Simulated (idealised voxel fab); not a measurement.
Name of the process module below: voxel self aligned contacts
FYI the section here is cut, 240 nm wide, cells are 5 nm squares.
A cross-section is written here as square cells arranged in a grid, and it is given in bands from the top down, each band taking up one or more rows of cells.
Band: top and bottom heights (nm) first, top before bottom; then materials from left to right, widths in nm. "all across" marks a sole material filling the band edge to edge. "blank" denotes empty space.
Below 0: as-received wafer, all one material; heights counted from there. Lowest band: no bottom, goes on down, written "top 0, no bottom".
Quick explanation for "30..40": the width changes in equal steps down the rows of cells, from the first number in the band's top row to the second number in its bottom row.
Given "no modification" for a step, no cell of the cross-section differs between before and after that step.
Each empty space that has no open way to the top and spans at least 8 cells appears under "Closed empty spaces" as width x height at distance, the distance counted from the left edge, all in nm.
If you see something after the settings on a step's line, that's the simulator's own remark about that step.
If you see "overlay nm" on a step's line and that step has a mask, it's telling you how far right of where it was planned the mask ended up; a negative number means it went left instead.

### Process steps foreseen in the plan
step 1: RECEIVE [material Si]
step 2: OXIDIZE [depth nm 5]
step 3: DIRECTIONAL_DEP [material polySi] [thk nm 30]
step 4: DIRECTIONAL_DEP [material SiN] [thk nm 20]
step 5: PATTERN [tone cover] [mask id GATE] [material resist] [width nm 25] [pitch nm 70] [thk nm 20] [overlay nm 0]
step 6: DIRECTIONAL_ETCH [etch materials SiN] [depth nm 20]
step 7: DIRECTIONAL_ETCH [etch materials polySi] [depth nm 30]
step 8: STRIP [etch materials resist]
step 9: CONFORMAL_DEP [material SiN] [thk nm 10]
step 10: DIRECTIONAL_ETCH [etch materials SiN] [depth nm 10]
step 11: FILL_DEP [material SiO2] [thk nm 10]
step 12: CMP [height nm 55]
step 13: PATTERN [tone open] [mask id CONTACT] [material resist] [width nm 55] [thk nm 15] [overlay nm 0]
step 14: DIRECTIONAL_ETCH [etch materials SiO2] [depth nm 60]
step 15: STRIP [etch materials resist]
step 16: CONFORMAL_DEP [material TiN] [thk nm 5]
step 17: FILL_DEP [material W] [thk nm 10]
step 18: CMP [height nm 55]
step 19: CONFORMAL_DEP [material SiCN] [thk nm 5]

### The first of two wafers, run as planned

### Cross-section of the wafer upon arrival, representing the state reached after step 1
- top 0, no bottom: Si all across
- Closed empty spaces: none

### The following cross-section depicts the wafer upon completion of step 2
- top 0, bottom -5: SiO2 all across
- Below -5 it's all the same as before, nothing changed down there.

### The following cross-section depicts the wafer upon completion of step 3
- top 30, bottom 0: polySi all across
- Below 0 it's all the same as before, nothing changed down there.

### The following cross-section depicts the wafer upon completion of step 4
- top 50, bottom 30: SiN all across
- Below 30 it's all the same as before, nothing changed down there.

### The following cross-section depicts the wafer upon completion of step 5
- top 70, bottom 50: blank (70)  resist (25)  blank (45)  resist (25)  blank (75)
- Below 50 it's all the same as before, nothing changed down there.

### The following cross-section depicts the wafer upon completion of step 6
- top 70, bottom 50: blank (70)  resist (25)  blank (45)  resist (25)  blank (75)
- top 50, bottom 30: blank (70)  SiN (25)  blank (45)  SiN (25)  blank (75)
- Below 30 it's all the same as before, nothing changed down there.

### The following cross-section depicts the wafer upon completion of step 7
- top 70, bottom 50: blank (70)  resist (25)  blank (45)  resist (25)  blank (75)
- top 50, bottom 30: blank (70)  SiN (25)  blank (45)  SiN (25)  blank (75)
- top 30, bottom 0: blank (70)  polySi (25)  blank (45)  polySi (25)  blank (75)
- Below 0 it's all the same as before, nothing changed down there.

### The following cross-section depicts the wafer upon completion of step 8
- top 50, bottom 30: blank (70)  SiN (25)  blank (45)  SiN (25)  blank (75)
- Below 30 it's all the same as before, nothing changed down there.

### The following cross-section depicts the wafer upon completion of step 9
- top 60, bottom 30: blank (60)  SiN (45)  blank (25)  SiN (45)  blank (65)
- top 30, bottom 10: blank (60)  SiN (10)  polySi (25)  SiN (10)  blank (25)  SiN (10)  polySi (25)  SiN (10)  blank (65)
- top 10, bottom 0: SiN (70)  polySi (25)  SiN (45)  polySi (25)  SiN (75)
- Below 0 it's all the same as before, nothing changed down there.

### The following cross-section depicts the wafer upon completion of step 10
- top 50, bottom 30: blank (60)  SiN (45)  blank (25)  SiN (45)  blank (65)
- top 30, bottom 0: blank (60)  SiN (10)  polySi (25)  SiN (10)  blank (25)  SiN (10)  polySi (25)  SiN (10)  blank (65)
- Below 0 it's all the same as before, nothing changed down there.

### The following cross-section depicts the wafer upon completion of step 11
- top 60, bottom 50: SiO2 all across
- top 50, bottom 30: SiO2 (60)  SiN (45)  SiO2 (25)  SiN (45)  SiO2 (65)
- top 30, bottom 0: SiO2 (60)  SiN (10)  polySi (25)  SiN (10)  SiO2 (25)  SiN (10)  polySi (25)  SiN (10)  SiO2 (65)
- Below 0 it's all the same as before, nothing changed down there.

### The following cross-section depicts the wafer upon completion of step 12
- top 55, bottom 50: SiO2 all across
- Below 50 it's all the same as before, nothing changed down there.

### The following cross-section depicts the wafer upon completion of step 13
- top 70, bottom 55: resist (90)  blank (55)  resist (95)
- Below 55 it's all the same as before, nothing changed down there.

### The following cross-section depicts the wafer upon completion of step 14
- top 70, bottom 55: resist (90)  blank (55)  resist (95)
- top 55, bottom 50: SiO2 (90)  blank (55)  SiO2 (95)
- top 50, bottom 30: SiO2 (60)  SiN (45)  blank (25)  SiN (45)  SiO2 (65)
- top 30, bottom 0: SiO2 (60)  SiN (10)  polySi (25)  SiN (10)  blank (25)  SiN (10)  polySi (25)  SiN (10)  SiO2 (65)
- top 0, bottom -5: SiO2 (105)  blank (25)  SiO2 (110)
- Below -5 it's all the same as before, nothing changed down there.

### The following cross-section depicts the wafer upon completion of step 15
- top 55, bottom 50: SiO2 (90)  blank (55)  SiO2 (95)
- Below 50 it's all the same as before, nothing changed down there.

### The following cross-section depicts the wafer upon completion of step 16
- top 60, bottom 55: TiN (95)  blank (45)  TiN (100)
- top 55, bottom 50: SiO2 (90)  TiN (20)  blank (15)  TiN (20)  SiO2 (95)
- top 50, bottom 30: SiO2 (60)  SiN (45)  TiN (5)  blank (15)  TiN (5)  SiN (45)  SiO2 (65)
- top 30, bottom 0: SiO2 (60)  SiN (10)  polySi (25)  SiN (10)  TiN (5)  blank (15)  TiN (5)  SiN (10)  polySi (25)  SiN (10)  SiO2 (65)
- top 0, bottom -5: SiO2 (105)  TiN (25)  SiO2 (110)
- Below -5 it's all the same as before, nothing changed down there.

### The following cross-section depicts the wafer upon completion of step 17
- top 70, bottom 60: W all across
- top 60, bottom 55: TiN (95)  W (45)  TiN (100)
- top 55, bottom 50: SiO2 (90)  TiN (20)  W (15)  TiN (20)  SiO2 (95)
- top 50, bottom 30: SiO2 (60)  SiN (45)  TiN (5)  W (15)  TiN (5)  SiN (45)  SiO2 (65)
- top 30, bottom 0: SiO2 (60)  SiN (10)  polySi (25)  SiN (10)  TiN (5)  W (15)  TiN (5)  SiN (10)  polySi (25)  SiN (10)  SiO2 (65)
- Below 0 it's all the same as before, nothing changed down there.

### The following cross-section depicts the wafer upon completion of step 18
- top 55, bottom 50: SiO2 (90)  TiN (20)  W (15)  TiN (20)  SiO2 (95)
- Below 50 it's all the same as before, nothing changed down there.

### The following cross-section depicts the wafer upon completion of step 19
- top 60, bottom 55: SiCN all across
- Below 55 it's all the same as before, nothing changed down there.

### second wafer: like start, like plan, one mistake. Through step 12 it matches the first wafer

### Second wafer at the planned finish of step 13, seen in cross-section
- top 70, bottom 55: resist (95)  blank (55)  resist (90)
- Below 55 it's all the same as before, nothing changed down there.

### Second wafer at the planned finish of step 14, seen in cross-section
- top 70, bottom 55: resist (95)  blank (55)  resist (90)
- top 55, bottom 50: SiO2 (95)  blank (55)  SiO2 (90)
- top 50, bottom 30: SiO2 (60)  SiN (45)  blank (25)  SiN (45)  SiO2 (65)
- top 30, bottom 0: SiO2 (60)  SiN (10)  polySi (25)  SiN (10)  blank (25)  SiN (10)  polySi (25)  SiN (10)  SiO2 (65)
- top 0, bottom -5: SiO2 (105)  blank (25)  SiO2 (110)
- Below -5 it's all the same as before, nothing changed down there.

### Second wafer at the planned finish of step 15, seen in cross-section
- top 55, bottom 50: SiO2 (95)  blank (55)  SiO2 (90)
- Below 50 it's all the same as before, nothing changed down there.

### Second wafer at the planned finish of step 16, seen in cross-section
- top 60, bottom 55: TiN (100)  blank (45)  TiN (95)
- top 55, bottom 50: SiO2 (95)  TiN (15)  blank (15)  TiN (25)  SiO2 (90)
- top 50, bottom 30: SiO2 (60)  SiN (45)  TiN (5)  blank (15)  TiN (5)  SiN (45)  SiO2 (65)
- top 30, bottom 0: SiO2 (60)  SiN (10)  polySi (25)  SiN (10)  TiN (5)  blank (15)  TiN (5)  SiN (10)  polySi (25)  SiN (10)  SiO2 (65)
- top 0, bottom -5: SiO2 (105)  TiN (25)  SiO2 (110)
- Below -5 it's all the same as before, nothing changed down there.

### Second wafer at the planned finish of step 17, seen in cross-section
- top 70, bottom 60: W all across
- top 60, bottom 55: TiN (100)  W (45)  TiN (95)
- top 55, bottom 50: SiO2 (95)  TiN (15)  W (15)  TiN (25)  SiO2 (90)
- top 50, bottom 30: SiO2 (60)  SiN (45)  TiN (5)  W (15)  TiN (5)  SiN (45)  SiO2 (65)
- top 30, bottom 0: SiO2 (60)  SiN (10)  polySi (25)  SiN (10)  TiN (5)  W (15)  TiN (5)  SiN (10)  polySi (25)  SiN (10)  SiO2 (65)
- Below 0 it's all the same as before, nothing changed down there.

### Second wafer at the planned finish of step 18, seen in cross-section
- top 55, bottom 50: SiO2 (95)  TiN (15)  W (15)  TiN (25)  SiO2 (90)
- Below 50 it's all the same as before, nothing changed down there.

### Second wafer at the planned finish of step 19, seen in cross-section
- top 60, bottom 55: SiCN all across
- Below 55 it's all the same as before, nothing changed down there.
What broke from the plan during processing? contrary to plan, step 13 was performed as PATTERN [tone open] [mask id CONTACT] [material resist] [width nm 55] [thk nm 15] [overlay nm 5]
By the end, you'd get the same cell count for each material on either wafer, but the second wafer puts them somewhere else.
